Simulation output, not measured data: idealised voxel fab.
process module | voxel lift off
cross-section cut | 260 nm wide | cells 5 nm
A cross-section is a grid of square cells, given in bands from the top down. A band is one or more rows of cells.
Each band's line starts with the height of the band's top and of its bottom, in nm. Then come its materials from left to right, each with its width in nm. One material with "throughout" fills the band from edge to edge. "air" is empty space.
Height 0 is the level under which the wafer as received is all one material. The lowest band goes on downwards, as in "0 down".
A width such as "30 to 40" changes by the same amount from each row of cells to the next, from the band's top row to its bottom row.
"no change" after a step means that no cell of the cross-section changed.
closed voids: empty space of 8 cells or more with no open way to the top, each as width x height at its distance from the left edge, in nm
after a step's settings: what the simulator itself notes on the step
overlay nm, on a step with a mask: how far to the right of its planned place the mask lay; to the left if negative
plan
1 op RECEIVE | material Si
2 op CONFORMAL_DEP | material SiN | thk nm 15
3 op PATTERN | tone open | mask id LINES | material resist | width nm 15 | pitch nm 50 | thk nm 30 | overlay nm 0
4 op DIRECTIONAL_DEP | material Ru | thk nm 15
5 op STRIP | etch materials resist
6 op CONFORMAL_DEP | material SiCN | thk nm 5
varied across the wafers: width nm of step 3. The plan shows the first wafer's value. All wafers start alike
first wafer as received, after step 1
  0 down: Si throughout
  closed voids: none
first wafer at the end, after step 6
  35 to 30: air 65 | SiCN 25 | air 25 | SiCN 25 | air 25 | SiCN 25 | air 70
  30 to 20: air 65 | SiCN 5 | Ru 15 | SiCN 5 | air 25 | SiCN 5 | Ru 15 | SiCN 5 | air 25 | SiCN 5 | Ru 15 | SiCN 5 | air 70
  20 to 15: SiCN 70 | Ru 15 | SiCN 35 | Ru 15 | SiCN 35 | Ru 15 | SiCN 75
  15 to 0: SiN throughout
  0 down: Si throughout
  closed voids: none
last wafer at the end
  35 to 30: air 55 | SiCN 45 | air 5 | SiCN 45 | air 5 | SiCN 45 | air 60
  30 to 20: air 55 | SiCN 5 | Ru 35 | SiCN 5 | air 5 | SiCN 5 | Ru 35 | SiCN 5 | air 5 | SiCN 5 | Ru 35 | SiCN 5 | air 60
  20 to 15: SiCN 60 | Ru 35 | SiCN 15 | Ru 35 | SiCN 15 | Ru 35 | SiCN 65
  15 to 0: SiN throughout
  0 down: Si throughout
  closed voids: none
each wafer at the end: cells of each material gained (+) or lost (-) since it was received, then its closed voids
width nm 15 | +27 Ru | +70 SiCN | +156 SiN | closed voids: none
width nm 20 | +36 Ru | +70 SiCN | +156 SiN | closed voids: none
width nm 25 | +45 Ru | +70 SiCN | +156 SiN | closed voids: none
width nm 30 | +54 Ru | +70 SiCN | +156 SiN | closed voids: none
width nm 35 | +63 Ru | +70 SiCN | +156 SiN | closed voids: none
